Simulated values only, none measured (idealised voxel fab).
voxel self aligned vias: a process module
Pictured: cross-section cut, 145 nm wide, on a grid of 5 nm square cells.
A cross-section in this document is a grid of square cells, and it is written down as bands, the top band listed before the ones below it; a band is made up of one or more rows of cells.
Quick guide to a band line: top height, bottom height (nm) up front; then every material left to right with its width in nm. Only one material and it's marked "edge to edge"? Then it fills the band edge to edge. And "blank" just means empty space.
Height datum 0, below which the as-received substrate wafer is one material. Lowest band open at the bottom, running downward: "0 and below".
Width spec "30->40" -> top row of cells at first value, bottom row at second value, equal per-row change in between.
"nothing got changed" means the step left every cell of the cross-section as it was.
Look at "Sealed void inventory" for the closed voids: empty spaces with no open path to the top, sized 8 cells or up. Each is width x height at distance, distance from the left edge, all nm.
That trailing text on a step's line, after the settings, is the simulator's own remark on the step.
overlay nm: mask right of planned place by this much (step with mask). Neg. = left.

**Listed below are the process steps as planned**
| 1 | RECEIVE, material Si |
| 2 | CONFORMAL_DEP, material SiO2, thk nm 15 |
| 3 | CONFORMAL_DEP, material SiCN, thk nm 5 |
| 4 | DIRECTIONAL_DEP, material SiO2, thk nm 25 |
| 5 | DIRECTIONAL_DEP, material aC, thk nm 15 |
| 6 | PATTERN, tone open, mask id LINES, material resist, width nm 30, pitch nm 60, thk nm 35, overlay nm 0 |
| 7 | DIRECTIONAL_ETCH, etch materials aC, depth nm 15 |
| 8 | STRIP, etch materials resist |
| 9 | DIRECTIONAL_ETCH, etch materials SiO2, depth nm 25 |
| 10 | STRIP, etch materials aC |
| 11 | CONFORMAL_DEP, material TiN, thk nm 5 |
| 12 | FILL_DEP, material Ru, thk nm 5 |
| 13 | CMP, height nm 45 |
| 14 | SELECTIVE_ETCH, etch materials W Ru TiN, depth nm 5 |
| 15 | FILL_DEP, material SiN, thk nm 5 |
| 16 | CMP, height nm 45 |
| 17 | DIRECTIONAL_DEP, material SiO2, thk nm 15 |
| 18 | MASKED_ETCH, tone open, mask id VIAS, width nm 40, etch materials SiO2, depth nm 15, overlay nm 0 |
| 19 | MASKED_ETCH, tone open, mask id VIAS, width nm 40, etch materials SiN, depth nm 5, overlay nm 0 |
| 20 | CONFORMAL_DEP, material TiN, thk nm 5 |
| 21 | FILL_DEP, material Cu, thk nm 5 |
| 22 | CMP, height nm 60 |
| 23 | CONFORMAL_DEP, material SiN, thk nm 5 |

**The first wafer of two, processed as planned**

**Step 1 complete: cross-section of the wafer as received**
> 0 and below = Si edge to edge
> Sealed void inventory: none

**Cross-section of the wafer after step 2**
> 15 down to 0 = SiO2 edge to edge
> Below 0, the layers are the same as they were.

**Cross-section of the wafer after step 3**
> 20 down to 15 = SiCN edge to edge
> Below 15, the layers are the same as they were.

**Cross-section of the wafer after step 4**
> 45 down to 20 = SiO2 edge to edge
> Below 20, the layers are the same as they were.

**Cross-section of the wafer after step 5**
> 60 down to 45 = aC edge to edge
> Below 45, the layers are the same as they were.

**Cross-section of the wafer after step 6**
> 95 down to 60 = resist=25 | blank=30 | resist=30 | blank=30 | resist=30
> Below 60, the layers are the same as they were.

**Cross-section of the wafer after step 7**
> 80 down to 60 = resist=25 | blank=30 | resist=30 | blank=30 | resist=30
> 60 down to 45 = aC=25 | blank=30 | aC=30 | blank=30 | aC=30
> Below 45, the layers are the same as they were.

**Cross-section of the wafer after step 8**
> 60 down to 45 = aC=25 | blank=30 | aC=30 | blank=30 | aC=30
> Below 45, the layers are the same as they were.

**Cross-section of the wafer after step 9**
> 60 down to 45 = aC=25 | blank=30 | aC=30 | blank=30 | aC=30
> 45 down to 20 = SiO2=25 | blank=30 | SiO2=30 | blank=30 | SiO2=30
> Below 20, the layers are the same as they were.

**Cross-section of the wafer after step 10**
> 45 down to 20 = SiO2=25 | blank=30 | SiO2=30 | blank=30 | SiO2=30
> Below 20, the layers are the same as they were.

**Cross-section of the wafer after step 11**
> 50 down to 45 = TiN=30 | blank=20 | TiN=40 | blank=20 | TiN=35
> 45 down to 25 = SiO2=25 | TiN=5 | blank=20 | TiN=5 | SiO2=30 | TiN=5 | blank=20 | TiN=5 | SiO2=30
> 25 down to 20 = SiO2=25 | TiN=30 | SiO2=30 | TiN=30 | SiO2=30
> Below 20, the layers are the same as they were.

**Cross-section of the wafer after step 12**
> 55 down to 50 = Ru edge to edge
> 50 down to 45 = TiN=30 | Ru=20 | TiN=40 | Ru=20 | TiN=35
> 45 down to 25 = SiO2=25 | TiN=5 | Ru=20 | TiN=5 | SiO2=30 | TiN=5 | Ru=20 | TiN=5 | SiO2=30
> Below 25, the layers are the same as they were.

**Cross-section of the wafer after step 13**
> 45 down to 25 = SiO2=25 | TiN=5 | Ru=20 | TiN=5 | SiO2=30 | TiN=5 | Ru=20 | TiN=5 | SiO2=30
> Below 25, the layers are the same as they were.

**Cross-section of the wafer after step 14**
> 45 down to 40 = SiO2=25 | blank=30 | SiO2=30 | blank=30 | SiO2=30
> Below 40, the layers are the same as they were.

**Cross-section of the wafer after step 15**
> 50 down to 45 = SiN edge to edge
> 45 down to 40 = SiO2=25 | SiN=30 | SiO2=30 | SiN=30 | SiO2=30
> Below 40, the layers are the same as they were.

**Cross-section of the wafer after step 16**
> 45 down to 40 = SiO2=25 | SiN=30 | SiO2=30 | SiN=30 | SiO2=30
> Below 40, the layers are the same as they were.

**Cross-section of the wafer after step 17**
> 60 down to 45 = SiO2 edge to edge
> Below 45, the layers are the same as they were.

**Cross-section of the wafer after step 18**
> 60 down to 45 = SiO2=20 | blank=40 | SiO2=85
> Below 45, the layers are the same as they were.

**Cross-section of the wafer after step 19**
> 60 down to 45 = SiO2=20 | blank=40 | SiO2=85
> 45 down to 40 = SiO2=25 | blank=30 | SiO2=30 | SiN=30 | SiO2=30
> Below 40, the layers are the same as they were.

**Cross-section of the wafer after step 20**
> 65 down to 60 = TiN=25 | blank=30 | TiN=90
> 60 down to 50 = SiO2=20 | TiN=5 | blank=30 | TiN=5 | SiO2=85
> 50 down to 45 = SiO2=20 | TiN=10 | blank=20 | TiN=10 | SiO2=85
> 45 down to 40 = SiO2=25 | TiN=30 | SiO2=30 | SiN=30 | SiO2=30
> Below 40, the layers are the same as they were.

**Cross-section of the wafer after step 21**
> 70 down to 65 = Cu edge to edge
> 65 down to 60 = TiN=25 | Cu=30 | TiN=90
> 60 down to 50 = SiO2=20 | TiN=5 | Cu=30 | TiN=5 | SiO2=85
> 50 down to 45 = SiO2=20 | TiN=10 | Cu=20 | TiN=10 | SiO2=85
> Below 45, the layers are the same as they were.

**Cross-section of the wafer after step 22**
> 60 down to 50 = SiO2=20 | TiN=5 | Cu=30 | TiN=5 | SiO2=85
> Below 50, the layers are the same as they were.

**Cross-section of the wafer after step 23**
> 65 down to 60 = SiN edge to edge
> Below 60, the layers are the same as they were.

**The remaining wafer, second of the two, started like the first and was run to the same plan, except that one mistake was made along the way; the two coincide through step 21, inclusive**

**What the second wafer looks like in cross-section when step 22 should have wrapped up**
> 55 down to 45 = SiO2=20 | TiN=5->10 | Cu=30->20 | TiN=5->10 | SiO2=85
> Below 45, the layers are the same as they were.

**What the second wafer looks like in cross-section when step 23 should have wrapped up**
> 60 down to 55 = SiN edge to edge
> Below 55, the layers are the same as they were.
What broke from the plan during processing? note that step 22 departed from the planned setting and was carried out as CMP, height nm 55
FYI, end of process, the second wafer has more or fewer cells of some materials than the first: -6 Cu | -21 SiO2 | -2 TiN
